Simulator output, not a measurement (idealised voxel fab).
Process module, titled voxel spacer lines
The cross-section on display is named cut; it measures 220 nm wide, and its cells are 5 nm squares.
Each cross-section below is a grid of square cells, stated as bands in top-down order, with one or more rows of cells making up each band. Heads up on the band format: heights come first, top then bottom, in nm. After that it's the materials left to right, each with its width in nm. A single material flagged "edge to edge" fills the whole band edge to edge, and "air" means there's empty space there. The reference from which all heights are counted is 0, the level beneath which the as-received wafer is entirely one material; the lowest band, having no lower bound, proceeds downward and is written after the example "top 0, no bottom". Width spec "30->40" -> top row of cells at first value, bottom row at second value, equal per-row change in between. "no modification" means the step left every cell of the cross-section as it was. "Closed void catalog" enumerates empty spaces isolated from the top, with no open way to it, that contain at least 8 cells, giving each as width x height at distance from the left edge, all three in nm. Whatever follows a step's settings on its line is a remark the simulator itself makes about that step. Among the settings permitted on a step's line is "overlay nm"; applied to a step with a mask, it specifies the extent to which the mask lay to the right of its planned position, whereas a negative figure signifies a position to the left. From here on the document is pairs. In a pair, the cross-section before one process step comes with the cross-section after it, and the latter goes no deeper than the lowest band that changed. What lies in between, the step and its settings, is written under the pair. A pair may be from a different run of this module on the same starting wafer than the pair above it, so it continues from that pair only where its entry headed "Before processing" says so.
### Before processing
    top 0, no bottom  Si edge to edge
    Closed void catalog: none
### Sectional Result
    top 5, bottom 0  Al2O3 edge to edge
    Below 0, no change.
    Closed void catalog: none
Operation between the pre and post cross-sections above: CONFORMAL_DEP (material Al2O3; thk nm 5)
Before processing: this step begins from the cross-section that the pair just above shows after its step.
### Sectional Result
    top 20, bottom 5  SiN edge to edge
    Below 5, no change.
    Closed void catalog: none
Operation between the pre and post cross-sections above: DIRECTIONAL_DEP (material SiN; thk nm 15)
Before processing: this step begins from the cross-section that the pair just above shows after its step.
### Sectional Result
    top 45, bottom 20  polySi edge to edge
    Below 20, no change.
    Closed void catalog: none
Operation between the pre and post cross-sections above: DIRECTIONAL_DEP (material polySi; thk nm 25)
Before processing: this step begins from the cross-section that the pair just above shows after its step.
### Sectional Result
    top 80, bottom 45  65 air / 20 resist / 50 air / 20 resist / 65 air
    Below 45, no change.
    Closed void catalog: none
Operation between the pre and post cross-sections above: PATTERN (tone cover; mask id MANDREL; material resist; width nm 20; pitch nm 70; thk nm 35; overlay nm 0)
Before processing: this step begins from the cross-section that the pair just above shows after its step.
### Sectional Result
    top 80, bottom 45  65 air / 20 resist / 50 air / 20 resist / 65 air
    top 45, bottom 20  65 air / 20 polySi / 50 air / 20 polySi / 65 air
    Below 20, no change.
    Closed void catalog: none
Operation between the pre and post cross-sections above: DIRECTIONAL_ETCH (etch materials polySi; depth nm 25)
Before processing: this step begins from the cross-section that the pair just above shows after its step.
### Sectional Result
    top 45, bottom 20  65 air / 20 polySi / 50 air / 20 polySi / 65 air
    Below 20, no change.
    Closed void catalog: none
Operation between the pre and post cross-sections above: STRIP (etch materials resist)
Before processing: this step begins from the cross-section that the pair just above shows after its step.
### Sectional Result
    top 60, bottom 45  50 air / 50 SiO2 / 20 air / 50 SiO2 / 50 air
    top 45, bottom 35  50 air / 15 SiO2 / 20 polySi / 15 SiO2 / 20 air / 15 SiO2 / 20 polySi / 15 SiO2 / 50 air
    top 35, bottom 20  65 SiO2 / 20 polySi / 50 SiO2 / 20 polySi / 65 SiO2
    Below 20, no change.
    Closed void catalog: none
Operation between the pre and post cross-sections above: CONFORMAL_DEP (material SiO2; thk nm 15)
Before processing: this step begins from the cross-section that the pair just above shows after its step.
### Sectional Result
    top 45, bottom 20  50 air / 15 SiO2 / 20 polySi / 15 SiO2 / 20 air / 15 SiO2 / 20 polySi / 15 SiO2 / 50 air
    Below 20, no change.
    Closed void catalog: none
Operation between the pre and post cross-sections above: DIRECTIONAL_ETCH (etch materials SiO2; depth nm 15)
Before processing: this step begins from the cross-section that the pair just above shows after its step.
### Sectional Result
    top 45, bottom 20  50 air / 15 SiO2 / 20 air / 15 SiO2 / 20 air / 15 SiO2 / 20 air / 15 SiO2 / 50 air
    Below 20, no change.
    Closed void catalog: none
Operation between the pre and post cross-sections above: STRIP (etch materials polySi)
Before processing: this step begins from the cross-section that the pair just above shows after its step.
### Sectional Result
    top 45, bottom 20  50 air / 15 SiO2 / 20 air / 15 SiO2 / 20 air / 15 SiO2 / 20 air / 15 SiO2 / 50 air
    top 20, bottom 5  50 air / 15 SiN / 20 air / 15 SiN / 20 air / 15 SiN / 20 air / 15 SiN / 50 air
    Below 5, no change.
    Closed void catalog: none
Operation between the pre and post cross-sections above: DIRECTIONAL_ETCH (etch materials SiN; depth nm 15)
Before processing: this step begins from the cross-section that the pair just above shows after its step.
### Sectional Result
    top 20, bottom 5  50 air / 15 SiN / 20 air / 15 SiN / 20 air / 15 SiN / 20 air / 15 SiN / 50 air
    Below 5, no change.
    Closed void catalog: none
Operation between the pre and post cross-sections above: STRIP (etch materials SiO2)
Before processing: this step begins from the cross-section that the pair just above shows after its step.
### Sectional Result
    top 30, bottom 20  lowk edge to edge
    top 20, bottom 5  50 lowk / 15 SiN / 20 lowk / 15 SiN / 20 lowk / 15 SiN / 20 lowk / 15 SiN / 50 lowk
    Below 5, no change.
    Closed void catalog: none
Operation between the pre and post cross-sections above: FILL_DEP (material lowk; thk nm 10)
Before processing: this step begins from the cross-section that the pair just above shows after its step.
### Sectional Result
    top 20, bottom 5  50 lowk / 15 SiN / 20 lowk / 15 SiN / 20 lowk / 15 SiN / 20 lowk / 15 SiN / 50 lowk
    Below 5, no change.
    Closed void catalog: none
Operation between the pre and post cross-sections above: CMP (height nm 20)
### Before processing
    top 0, no bottom  Si edge to edge
    Closed void catalog: none
### Sectional Result
    top 15, bottom 0  SiN edge to edge
    Below 0, no change.
    Closed void catalog: none
Operation between the pre and post cross-sections above: DIRECTIONAL_DEP (material SiN; thk nm 15)
Before processing: this step begins from the cross-section that the pair just above shows after its step.
### Sectional Result
    top 40, bottom 15  polySi edge to edge
    Below 15, no change.
    Closed void catalog: none
Operation between the pre and post cross-sections above: DIRECTIONAL_DEP (material polySi; thk nm 25)
Before processing: this step begins from the cross-section that the pair just above shows after its step.
### Sectional Result
    top 75, bottom 40  65 air / 20 resist / 50 air / 20 resist / 65 air
    Below 40, no change.
    Closed void catalog: none
Operation between the pre and post cross-sections above: PATTERN (tone cover; mask id MANDREL; material resist; width nm 20; pitch nm 70; thk nm 35; overlay nm 0)
Before processing: this step begins from the cross-section that the pair just above shows after its step.
### Sectional Result
    top 75, bottom 40  65 air / 20 resist / 50 air / 20 resist / 65 air
    top 40, bottom 15  65 air / 20 polySi / 50 air / 20 polySi / 65 air
    Below 15, no change.
    Closed void catalog: none
Operation between the pre and post cross-sections above: DIRECTIONAL_ETCH (etch materials polySi; depth nm 25)
Before processing: this step begins from the cross-section that the pair just above shows after its step.
### Sectional Result
    top 40, bottom 15  65 air / 20 polySi / 50 air / 20 polySi / 65 air
    Below 15, no change.
    Closed void catalog: none
Operation between the pre and post cross-sections above: STRIP (etch materials resist)
Before processing: this step begins from the cross-section that the pair just above shows after its step.
### Sectional Result
    top 55, bottom 40  50 air / 50 SiO2 / 20 air / 50 SiO2 / 50 air
    top 40, bottom 30  50 air / 15 SiO2 / 20 polySi / 15 SiO2 / 20 air / 15 SiO2 / 20 polySi / 15 SiO2 / 50 air
    top 30, bottom 15  65 SiO2 / 20 polySi / 50 SiO2 / 20 polySi / 65 SiO2
    Below 15, no change.
    Closed void catalog: none
Operation between the pre and post cross-sections above: CONFORMAL_DEP (material SiO2; thk nm 15)
Before processing: this step begins from the cross-section that the pair just above shows after its step.
### Sectional Result
    top 40, bottom 15  50 air / 15 SiO2 / 20 polySi / 15 SiO2 / 20 air / 15 SiO2 / 20 polySi / 15 SiO2 / 50 air
    Below 15, no change.
    Closed void catalog: none
Operation between the pre and post cross-sections above: DIRECTIONAL_ETCH (etch materials SiO2; depth nm 15)
Before processing: this step begins from the cross-section that the pair just above shows after its step.
### Sectional Result
    top 40, bottom 15  50 air / 15 SiO2 / 20 air / 15 SiO2 / 20 air / 15 SiO2 / 20 air / 15 SiO2 / 50 air
    Below 15, no change.
    Closed void catalog: none
Operation between the pre and post cross-sections above: STRIP (etch materials polySi)
Before processing: this step begins from the cross-section that the pair just above shows after its step.
### Sectional Result
    top 40, bottom 15  50 air / 15 SiO2 / 20 air / 15 SiO2 / 20 air / 15 SiO2 / 20 air / 15 SiO2 / 50 air
    top 15, bottom 0  50 air / 15 SiN / 20 air / 15 SiN / 20 air / 15 SiN / 20 air / 15 SiN / 50 air
    Below 0, no change.
    Closed void catalog: none
Operation between the pre and post cross-sections above: DIRECTIONAL_ETCH (etch materials SiN; depth nm 15)
Before processing: this step begins from the cross-section that the pair just above shows after its step.
### Sectional Result
    top 15, bottom 0  50 air / 15 SiN / 20 air / 15 SiN / 20 air / 15 SiN / 20 air / 15 SiN / 50 air
    Below 0, no change.
    Closed void catalog: none
Operation between the pre and post cross-sections above: STRIP (etch materials SiO2)
Before processing: this step begins from the cross-section that the pair just above shows after its step.
### Sectional Result
    top 25, bottom 15  lowk edge to edge
    top 15, bottom 0  50 lowk / 15 SiN / 20 lowk / 15 SiN / 20 lowk / 15 SiN / 20 lowk / 15 SiN / 50 lowk
    Below 0, no change.
    Closed void catalog: none
Operation between the pre and post cross-sections above: FILL_DEP (material lowk; thk nm 10)
Before processing: this step begins from the cross-section that the pair just above shows after its step.
### Sectional Result
    top 20, bottom 15  lowk edge to edge
    Below 15, no change.
    Closed void catalog: none
Operation between the pre and post cross-sections above: CMP (height nm 20)
### Before processing
    top 5, bottom 0  Al2O3 edge to edge
    top 0, no bottom  Si edge to edge
    Closed void catalog: none
### Sectional Result
    top 30, bottom 5  polySi edge to edge
    Below 5, no change.
    Closed void catalog: none
Operation between the pre and post cross-sections above: DIRECTIONAL_DEP (material polySi; thk nm 25)
Before processing: this step begins from the cross-section that the pair just above shows after its step.
### Sectional Result
    top 45, bottom 30  SiN edge to edge
    Below 30, no change.
    Closed void catalog: none
Operation between the pre and post cross-sections above: DIRECTIONAL_DEP (material SiN; thk nm 15)
Before processing: this step begins from the cross-section that the pair just above shows after its step.
### Sectional Result
    top 80, bottom 45  65 air / 20 resist / 50 air / 20 resist / 65 air
    Below 45, no change.
    Closed void catalog: none
Operation between the pre and post cross-sections above: PATTERN (tone cover; mask id MANDREL; material resist; width nm 20; pitch nm 70; thk nm 35; overlay nm 0)
Before processing: this step begins from the cross-section that the pair just above shows after its step.
### Sectional Result
    top 45, bottom 30  SiN edge to edge
    Below 30, no change.
    Closed void catalog: none
Operation between the pre and post cross-sections above: STRIP (etch materials resist)
Before processing: this step begins from the cross-section that the pair just above shows after its step.
### Sectional Result
    top 60, bottom 45  SiO2 edge to edge
    Below 45, no change.
    Closed void catalog: none
Operation between the pre and post cross-sections above: CONFORMAL_DEP (material SiO2; thk nm 15)
Before processing: this step begins from the cross-section that the pair just above shows after its step.
### Sectional Result
    top 45, bottom 30  SiN edge to edge
    Below 30, no change.
    Closed void catalog: none
Operation between the pre and post cross-sections above: DIRECTIONAL_ETCH (etch materials SiO2; depth nm 15)
Before processing: this step begins from the cross-section that the pair just above shows after its step.
### Sectional Result
    top 30, bottom 5  polySi edge to edge
    Below 5, no change.
    Closed void catalog: none
Operation between the pre and post cross-sections above: DIRECTIONAL_ETCH (etch materials SiN; depth nm 15)
Before processing: this step begins from the cross-section that the pair just above shows after its step.
### Sectional Result
    top 40, bottom 30  lowk edge to edge
    Below 30, no change.
    Closed void catalog: none
Operation between the pre and post cross-sections above: FILL_DEP (material lowk; thk nm 10)
Before processing: this step begins from the cross-section that the pair just above shows after its step.
### Sectional Result
    top 20, bottom 5  polySi edge to edge
    Below 5, no change.
    Closed void catalog: none
Operation between the pre and post cross-sections above: CMP (height nm 20)
### Before processing
    top 45, bottom 20  65 air / 20 polySi / 50 air / 20 polySi / 65 air
    top 20, bottom 5  SiN edge to edge
    top 5, bottom 0  Al2O3 edge to edge
    top 0, no bottom  Si edge to edge
    Closed void catalog: none
### Sectional Result
    top 55, bottom 45  55 air / 40 SiO2 / 30 air / 40 SiO2 / 55 air
    top 45, bottom 30  55 air / 10 SiO2 / 20 polySi / 10 SiO2 / 30 air / 10 SiO2 / 20 polySi / 10 SiO2 / 55 air
    top 30, bottom 20  65 SiO2 / 20 polySi / 50 SiO2 / 20 polySi / 65 SiO2
    Below 20, no change.
    Closed void catalog: none
Operation between the pre and post cross-sections above: CONFORMAL_DEP (material SiO2; thk nm 10)
Before processing: this step begins from the cross-section that the pair just above shows after its step.
### Sectional Result
    top 45, bottom 40  65 air / 20 polySi / 50 air / 20 polySi / 65 air
    top 40, bottom 20  55 air / 10 SiO2 / 20 polySi / 10 SiO2 / 30 air / 10 SiO2 / 20 polySi / 10 SiO2 / 55 air
    Below 20, no change.
    Closed void catalog: none
Operation between the pre and post cross-sections above: DIRECTIONAL_ETCH (etch materials SiO2; depth nm 15)
Before processing: this step begins from the cross-section that the pair just above shows after its step.
### Sectional Result
    top 40, bottom 20  55 air / 10 SiO2 / 20 air / 10 SiO2 / 30 air / 10 SiO2 / 20 air / 10 SiO2 / 55 air
    Below 20, no change.
    Closed void catalog: none
Operation between the pre and post cross-sections above: STRIP (etch materials polySi)
Before processing: this step begins from the cross-section that the pair just above shows after its step.
### Sectional Result
    top 40, bottom 20  55 air / 10 SiO2 / 20 air / 10 SiO2 / 30 air / 10 SiO2 / 20 air / 10 SiO2 / 55 air
    top 20, bottom 5  55 air / 10 SiN / 20 air / 10 SiN / 30 air / 10 SiN / 20 air / 10 SiN / 55 air
    Below 5, no change.
    Closed void catalog: none
Operation between the pre and post cross-sections above: DIRECTIONAL_ETCH (etch materials SiN; depth nm 15)
Before processing: this step begins from the cross-section that the pair just above shows after its step.
### Sectional Result
    top 20, bottom 5  55 air / 10 SiN / 20 air / 10 SiN / 30 air / 10 SiN / 20 air / 10 SiN / 55 air
    Below 5, no change.
    Closed void catalog: none
Operation between the pre and post cross-sections above: STRIP (etch materials SiO2)
Before processing: this step begins from the cross-section that the pair just above shows after its step.
### Sectional Result
    top 30, bottom 20  lowk edge to edge
    top 20, bottom 5  55 lowk / 10 SiN / 20 lowk / 10 SiN / 30 lowk / 10 SiN / 20 lowk / 10 SiN / 55 lowk
    Below 5, no change.
    Closed void catalog: none
Operation between the pre and post cross-sections above: FILL_DEP (material lowk; thk nm 10)
Before processing: this step begins from the cross-section that the pair just above shows after its step.
### Sectional Result
    top 20, bottom 5  55 lowk / 10 SiN / 20 lowk / 10 SiN / 30 lowk / 10 SiN / 20 lowk / 10 SiN / 55 lowk
    Below 5, no change.
    Closed void catalog: none
Operation between the pre and post cross-sections above: CMP (height nm 20)
### Before processing
    top 45, bottom 20  polySi edge to edge
    top 20, bottom 5  SiN edge to edge
    top 5, bottom 0  Al2O3 edge to edge
    top 0, no bottom  Si edge to edge
    Closed void catalog: none
### Sectional Result
    top 80, bottom 45  60 air / 30 resist / 40 air / 30 resist / 60 air
    Below 45, no change.
    Closed void catalog: none
Operation between the pre and post cross-sections above: PATTERN (tone cover; mask id MANDREL; material resist; width nm 30; pitch nm 70; thk nm 35; overlay nm 0)
Before processing: this step begins from the cross-section that the pair just above shows after its step.
### Sectional Result
    top 80, bottom 45  60 air / 30 resist / 40 air / 30 resist / 60 air
    top 45, bottom 20  60 air / 30 polySi / 40 air / 30 polySi / 60 air
    Below 20, no change.
    Closed void catalog: none
Operation between the pre and post cross-sections above: DIRECTIONAL_ETCH (etch materials polySi; depth nm 25)
Before processing: this step begins from the cross-section that the pair just above shows after its step.
### Sectional Result
    top 45, bottom 20  60 air / 30 polySi / 40 air / 30 polySi / 60 air
    Below 20, no change.
    Closed void catalog: none
Operation between the pre and post cross-sections above: STRIP (etch materials resist)
Before processing: this step begins from the cross-section that the pair just above shows after its step.
### Sectional Result
    top 60, bottom 45  45 air / 60 SiO2 / 10 air / 60 SiO2 / 45 air
    top 45, bottom 35  45 air / 15 SiO2 / 30 polySi / 15 SiO2 / 10 air / 15 SiO2 / 30 polySi / 15 SiO2 / 45 air
    top 35, bottom 20  60 SiO2 / 30 polySi / 40 SiO2 / 30 polySi / 60 SiO2
    Below 20, no change.
    Closed void catalog: none
Operation between the pre and post cross-sections above: CONFORMAL_DEP (material SiO2; thk nm 15)
Before processing: this step begins from the cross-section that the pair just above shows after its step.
### Sectional Result
    top 45, bottom 20  45 air / 15 SiO2 / 30 polySi / 15 SiO2 / 10 air / 15 SiO2 / 30 polySi / 15 SiO2 / 45 air
    Below 20, no change.
    Closed void catalog: none
Operation between the pre and post cross-sections above: DIRECTIONAL_ETCH (etch materials SiO2; depth nm 15)
Before processing: this step begins from the cross-section that the pair just above shows after its step.
### Sectional Result
    top 45, bottom 20  45 air / 15 SiO2 / 30 air / 15 SiO2 / 10 air / 15 SiO2 / 30 air / 15 SiO2 / 45 air
    Below 20, no change.
    Closed void catalog: none
Operation between the pre and post cross-sections above: STRIP (etch materials polySi)
Before processing: this step begins from the cross-section that the pair just above shows after its step.
### Sectional Result
    top 45, bottom 20  45 air / 15 SiO2 / 30 air / 15 SiO2 / 10 air / 15 SiO2 / 30 air / 15 SiO2 / 45 air
    top 20, bottom 5  45 air / 15 SiN / 30 air / 15 SiN / 10 air / 15 SiN / 30 air / 15 SiN / 45 air
    Below 5, no change.
    Closed void catalog: none
Operation between the pre and post cross-sections above: DIRECTIONAL_ETCH (etch materials SiN; depth nm 15)
Before processing: this step begins from the cross-section that the pair just above shows after its step.
### Sectional Result
    top 20, bottom 5  45 air / 15 SiN / 30 air / 15 SiN / 10 air / 15 SiN / 30 air / 15 SiN / 45 air
    Below 5, no change.
    Closed void catalog: none
Operation between the pre and post cross-sections above: STRIP (etch materials SiO2)
Before processing: this step begins from the cross-section that the pair just above shows after its step.
### Sectional Result
    top 30, bottom 20  lowk edge to edge
    top 20, bottom 5  45 lowk / 15 SiN / 30 lowk / 15 SiN / 10 lowk / 15 SiN / 30 lowk / 15 SiN / 45 lowk
    Below 5, no change.
    Closed void catalog: none
Operation between the pre and post cross-sections above: FILL_DEP (material lowk; thk nm 10)
Before processing: this step begins from the cross-section that the pair just above shows after its step.
### Sectional Result
    top 20, bottom 5  45 lowk / 15 SiN / 30 lowk / 15 SiN / 10 lowk / 15 SiN / 30 lowk / 15 SiN / 45 lowk
    Below 5, no change.
    Closed void catalog: none
Operation between the pre and post cross-sections above: CMP (height nm 20)
### Before processing
    top 45, bottom 20  polySi edge to edge
    top 20, bottom 5  SiN edge to edge
    top 5, bottom 0  Al2O3 edge to edge
    top 0, no bottom  Si edge to edge
    Closed void catalog: none
### Sectional Result
    top 80, bottom 45  75 air / 20 resist / 50 air / 20 resist / 55 air
    Below 45, no change.
    Closed void catalog: none
Operation between the pre and post cross-sections above: PATTERN (tone cover; mask id MANDREL; material resist; width nm 20; pitch nm 70; thk nm 35; overlay nm 10)
Before processing: this step begins from the cross-section that the pair just above shows after its step.
### Sectional Result
    top 80, bottom 45  75 air / 20 resist / 50 air / 20 resist / 55 air
    top 45, bottom 20  75 air / 20 polySi / 50 air / 20 polySi / 55 air
    Below 20, no change.
    Closed void catalog: none
Operation between the pre and post cross-sections above: DIRECTIONAL_ETCH (etch materials polySi; depth nm 25)
Before processing: this step begins from the cross-section that the pair just above shows after its step.
### Sectional Result
    top 45, bottom 20  75 air / 20 polySi / 50 air / 20 polySi / 55 air
    Below 20, no change.
    Closed void catalog: none
Operation between the pre and post cross-sections above: STRIP (etch materials resist)
Before processing: this step begins from the cross-section that the pair just above shows after its step.
### Sectional Result
    top 60, bottom 45  60 air / 50 SiO2 / 20 air / 50 SiO2 / 40 air
    top 45, bottom 35  60 air / 15 SiO2 / 20 polySi / 15 SiO2 / 20 air / 15 SiO2 / 20 polySi / 15 SiO2 / 40 air
    top 35, bottom 20  75 SiO2 / 20 polySi / 50 SiO2 / 20 polySi / 55 SiO2
    Below 20, no change.
    Closed void catalog: none
Operation between the pre and post cross-sections above: CONFORMAL_DEP (material SiO2; thk nm 15)
Before processing: this step begins from the cross-section that the pair just above shows after its step.
### Sectional Result
    top 45, bottom 20  60 air / 15 SiO2 / 20 polySi / 15 SiO2 / 20 air / 15 SiO2 / 20 polySi / 15 SiO2 / 40 air
    Below 20, no change.
    Closed void catalog: none
Operation between the pre and post cross-sections above: DIRECTIONAL_ETCH (etch materials SiO2; depth nm 15)
Before processing: this step begins from the cross-section that the pair just above shows after its step.
### Sectional Result
    top 45, bottom 20  60 air / 15 SiO2 / 20 air / 15 SiO2 / 20 air / 15 SiO2 / 20 air / 15 SiO2 / 40 air
    Below 20, no change.
    Closed void catalog: none
Operation between the pre and post cross-sections above: STRIP (etch materials polySi)
Before processing: this step begins from the cross-section that the pair just above shows after its step.
### Sectional Result
    top 45, bottom 20  60 air / 15 SiO2 / 20 air / 15 SiO2 / 20 air / 15 SiO2 / 20 air / 15 SiO2 / 40 air
    top 20, bottom 5  60 air / 15 SiN / 20 air / 15 SiN / 20 air / 15 SiN / 20 air / 15 SiN / 40 air
    Below 5, no change.
    Closed void catalog: none
Operation between the pre and post cross-sections above: DIRECTIONAL_ETCH (etch materials SiN; depth nm 15)
Before processing: this step begins from the cross-section that the pair just above shows after its step.
### Sectional Result
    top 20, bottom 5  60 air / 15 SiN / 20 air / 15 SiN / 20 air / 15 SiN / 20 air / 15 SiN / 40 air
    Below 5, no change.
    Closed void catalog: none
Operation between the pre and post cross-sections above: STRIP (etch materials SiO2)
Before processing: this step begins from the cross-section that the pair just above shows after its step.
### Sectional Result
    top 30, bottom 20  lowk edge to edge
    top 20, bottom 5  60 lowk / 15 SiN / 20 lowk / 15 SiN / 20 lowk / 15 SiN / 20 lowk / 15 SiN / 40 lowk
    Below 5, no change.
    Closed void catalog: none
Operation between the pre and post cross-sections above: FILL_DEP (material lowk; thk nm 10)
Before processing: this step begins from the cross-section that the pair just above shows after its step.
### Sectional Result
    top 20, bottom 5  60 lowk / 15 SiN / 20 lowk / 15 SiN / 20 lowk / 15 SiN / 20 lowk / 15 SiN / 40 lowk
    Below 5, no change.
    Closed void catalog: none
Operation between the pre and post cross-sections above: CMP (height nm 20)
### Before processing
    top 0, no bottom  Si edge to edge
    Closed void catalog: none
### Sectional Result
    top 5, bottom 0  lowk edge to edge
    Below 0, no change.
    Closed void catalog: none
Operation between the pre and post cross-sections above: CONFORMAL_DEP (material lowk; thk nm 5)
Before processing: this step begins from the cross-section that the pair just above shows after its step.
### Sectional Result
    top 20, bottom 5  SiN edge to edge
    Below 5, no change.
    Closed void catalog: none
Operation between the pre and post cross-sections above: DIRECTIONAL_DEP (material SiN; thk nm 15)
Before processing: this step begins from the cross-section that the pair just above shows after its step.
### Sectional Result
    top 45, bottom 20  polySi edge to edge
    Below 20, no change.
    Closed void catalog: none
Operation between the pre and post cross-sections above: DIRECTIONAL_DEP (material polySi; thk nm 25)
Before processing: this step begins from the cross-section that the pair just above shows after its step.
### Sectional Result
    top 80, bottom 45  65 air / 20 resist / 50 air / 20 resist / 65 air
    Below 45, no change.
    Closed void catalog: none
Operation between the pre and post cross-sections above: PATTERN (tone cover; mask id MANDREL; material resist; width nm 20; pitch nm 70; thk nm 35; overlay nm 0)
Before processing: this step begins from the cross-section that the pair just above shows after its step.
### Sectional Result
    top 80, bottom 45  65 air / 20 resist / 50 air / 20 resist / 65 air
    top 45, bottom 20  65 air / 20 polySi / 50 air / 20 polySi / 65 air
    Below 20, no change.
    Closed void catalog: none
Operation between the pre and post cross-sections above: DIRECTIONAL_ETCH (etch materials polySi; depth nm 25)
Before processing: this step begins from the cross-section that the pair just above shows after its step.
### Sectional Result
    top 45, bottom 20  65 air / 20 polySi / 50 air / 20 polySi / 65 air
    Below 20, no change.
    Closed void catalog: none
Operation between the pre and post cross-sections above: STRIP (etch materials resist)
Before processing: this step begins from the cross-section that the pair just above shows after its step.
### Sectional Result
    top 60, bottom 45  50 air / 50 SiO2 / 20 air / 50 SiO2 / 50 air
    top 45, bottom 35  50 air / 15 SiO2 / 20 polySi / 15 SiO2 / 20 air / 15 SiO2 / 20 polySi / 15 SiO2 / 50 air
    top 35, bottom 20  65 SiO2 / 20 polySi / 50 SiO2 / 20 polySi / 65 SiO2
    Below 20, no change.
    Closed void catalog: none
Operation between the pre and post cross-sections above: CONFORMAL_DEP (material SiO2; thk nm 15)
Before processing: this step begins from the cross-section that the pair just above shows after its step.
### Sectional Result
    top 45, bottom 20  50 air / 15 SiO2 / 20 polySi / 15 SiO2 / 20 air / 15 SiO2 / 20 polySi / 15 SiO2 / 50 air
    Below 20, no change.
    Closed void catalog: none
Operation between the pre and post cross-sections above: DIRECTIONAL_ETCH (etch materials SiO2; depth nm 15)
Before processing: this step begins from the cross-section that the pair just above shows after its step.
### Sectional Result
    top 45, bottom 20  50 air / 15 SiO2 / 20 air / 15 SiO2 / 20 air / 15 SiO2 / 20 air / 15 SiO2 / 50 air
    Below 20, no change.
    Closed void catalog: none
Operation between the pre and post cross-sections above: STRIP (etch materials polySi)
Before processing: this step begins from the cross-section that the pair just above shows after its step.
### Sectional Result
    top 45, bottom 20  50 air / 15 SiO2 / 20 air / 15 SiO2 / 20 air / 15 SiO2 / 20 air / 15 SiO2 / 50 air
    top 20, bottom 5  50 air / 15 SiN / 20 air / 15 SiN / 20 air / 15 SiN / 20 air / 15 SiN / 50 air
    Below 5, no change.
    Closed void catalog: none
Operation between the pre and post cross-sections above: DIRECTIONAL_ETCH (etch materials SiN; depth nm 15)
Before processing: this step begins from the cross-section that the pair just above shows after its step.
### Sectional Result
    top 20, bottom 5  50 air / 15 SiN / 20 air / 15 SiN / 20 air / 15 SiN / 20 air / 15 SiN / 50 air
    Below 5, no change.
    Closed void catalog: none
Operation between the pre and post cross-sections above: STRIP (etch materials SiO2)
Before processing: this step begins from the cross-section that the pair just above shows after its step.
### Sectional Result
    top 30, bottom 20  lowk edge to edge
    top 20, bottom 5  50 lowk / 15 SiN / 20 lowk / 15 SiN / 20 lowk / 15 SiN / 20 lowk / 15 SiN / 50 lowk
    Below 5, no change.
    Closed void catalog: none
Operation between the pre and post cross-sections above: FILL_DEP (material lowk; thk nm 10)
Before processing: this step begins from the cross-section that the pair just above shows after its step.
### Sectional Result
    top 20, bottom 5  50 lowk / 15 SiN / 20 lowk / 15 SiN / 20 lowk / 15 SiN / 20 lowk / 15 SiN / 50 lowk
    Below 5, no change.
    Closed void catalog: none
Operation between the pre and post cross-sections above: CMP (height nm 20)
